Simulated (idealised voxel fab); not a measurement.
The following is a process module called voxel fin reveal.
Each square cell in cross-section cut measures 5 nm, and the section as a whole is 170 nm wide.
Bands, listed from the top down, are how a cross-section gets written in this document; the cross-section itself is a grid of square cells, and a band is one or more rows of them. This entry defines a band. It first specifies the height of the band's top and the height of its bottom in nm, and then specifies the band's materials from left to right, stating each material with its width in nm. The word "everywhere" identifies a single material that fills the band from edge to edge, while the word "air" identifies empty space. Beneath 0, the wafer as received is one material, and that level is where height counting begins. The lowest band goes on downward without a bottom; it is written like "0 down". So if you see something like "30 to 40" for the width, read it as the top row of the band sitting at the first number and the bottom row at the second, with every row in between moving by the same amount as the last. Given "remained the same" for a step, no cell of the cross-section differs between before and after that step. "Voids, enclosed" specifies each empty space that is not open to the top and that occupies no fewer than 8 cells, using the form width x height at distance, the distance measured from the left edge and all three quantities in nm. Heads up: the bit after the settings on a step's line is the simulator's remark on that step. A step's line can hold "overlay nm"; with a mask on that step, the setting says how far right of the planned place the mask lay, while a negative setting says it lay to the left.

# The following list gives the planned process steps
1,RECEIVE with material Si
2,CONFORMAL_DEP with material SiN, thk nm 5
3,PATTERN with tone cover, mask id FINS, material resist, width nm 15, pitch nm 35, thk nm 15, overlay nm 0
4,DIRECTIONAL_ETCH with etch materials SiN, depth nm 5
5,DIRECTIONAL_ETCH with etch materials Si, depth nm 40
6,STRIP with etch materials resist
7,OXIDIZE with depth nm 5
8,FILL_DEP with material SiO2, thk nm 5
9,CMP with height nm 5
10,SELECTIVE_ETCH with etch materials SiO2, depth nm 30
11,STRIP with etch materials SiN
12,CONFORMAL_DEP with material HfO2, thk nm 5

# Cross-section of the incoming wafer, state after step 1
    0 down: Si everywhere
    Voids, enclosed: none

# The first of the two wafers as seen in cross-section once the module was finished; processing followed the plan
    5 to 0: 40 of air, 15 of HfO2, 20 of air, 15 of HfO2, 20 of air, 15 of HfO2, 45 of air
    0 to -20: 40 of air, 5 of HfO2, 5 of Si, 5 of HfO2, 20 of air, 5 of HfO2, 5 of Si, 5 of HfO2, 20 of air, 5 of HfO2, 5 of Si, 5 of HfO2, 45 of air
    -20 to -25: 45 of HfO2, 5 of Si, 30 of HfO2, 5 of Si, 30 of HfO2, 5 of Si, 50 of HfO2
    -25 to -45: 45 of SiO2, 5 of Si, 30 of SiO2, 5 of Si, 30 of SiO2, 5 of Si, 50 of SiO2
    -45 down: Si everywhere
    Voids, enclosed: none

# Cross-section, wafer two of two, end of module: same start and plan as wafer one, one error in execution
    5 to 0: 40 of air, 15 of HfO2, 20 of air, 15 of HfO2, 20 of air, 15 of HfO2, 45 of air
    0 to -40: 40 of air, 5 of HfO2, 5 of Si, 5 of HfO2, 20 of air, 5 of HfO2, 5 of Si, 5 of HfO2, 20 of air, 5 of HfO2, 5 of Si, 5 of HfO2, 45 of air
    -40 to -45: 45 of HfO2, 5 of Si, 30 of HfO2, 5 of Si, 30 of HfO2, 5 of Si, 50 of HfO2
    -45 down: Si everywhere
    Voids, enclosed: none
What was done differently from what was planned? step 10 of the plan was twice carried out
Wrapping up, a cell-based count of both wafers puts the second over or under the first for these materials: HfO2: 24 more, SiO2: 124 fewer
